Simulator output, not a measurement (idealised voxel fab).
Process module name: voxel lift off
Each square cell in cross-section cut measures 5 nm, and the section as a whole is 270 nm wide.
We lay out every cross-section as a grid of square cells and spell it out in bands from the top down, where one band means one or more rows of cells.
Per band: top height and bottom height in nm, followed by the left-to-right materials and their widths in nm; "all across" marks a single material spanning edge to edge, "blank" marks empty space.
Height 0 is the level under which the wafer as received is all one material. The lowest band goes on downwards, as in "0 and below".
So if you see something like "30..40" for the width, read it as the top row of the band sitting at the first number and the bottom row at the second, with every row in between moving by the same amount as the last.
Where the words "remained unchanged" appear for a step, the cross-section shows no cell changed by that step; every cell remained as before.
If an empty space has no open way to the top and is at least 8 cells in size, "Voids, fully enclosed" lists it, written width x height at distance, where distance is measured from the left edge and every value is in nm.
On a step's line, text after the settings is the simulator commenting on that step.
"overlay nm" answers the question of how far to the right of plan the mask lay on a step that has a mask, and when it is negative the answer is to the left.
### Process steps (planned)
1: RECEIVE,material Si
2: CONFORMAL_DEP,material SiO2,thk nm 5
3: PATTERN,tone open,mask id LINES,material resist,width nm 15,pitch nm 45,thk nm 30,overlay nm 0
4: DIRECTIONAL_DEP,material Ru,thk nm 5
5: STRIP,etch materials resist
6: CONFORMAL_DEP,material SiCN,thk nm 5
It is noted that the wafers described herein are identical at the outset and are distinguished by the thk nm of step 4; the value stated in the plan corresponds to the first wafer.
### Cross-section of the first of several wafers on receipt, reflecting completion of step 1
    0 and below = Si all across
    Voids, fully enclosed: none
### So in this table every wafer gets its own row, and what you see is where it stands at the end of the module: for each material, how many cells it picked up (+) or gave up (-) since we received it, and after that its closed voids
thk nm 5; +9 Ru; +60 SiCN; +54 SiO2; Voids, fully enclosed: none
thk nm 10; +18 Ru; +66 SiCN; +54 SiO2; Voids, fully enclosed: none
thk nm 15; +27 Ru; +72 SiCN; +54 SiO2; Voids, fully enclosed: none
thk nm 20; +36 Ru; +78 SiCN; +54 SiO2; Voids, fully enclosed: none
thk nm 25; +45 Ru; +84 SiCN; +54 SiO2; Voids, fully enclosed: none
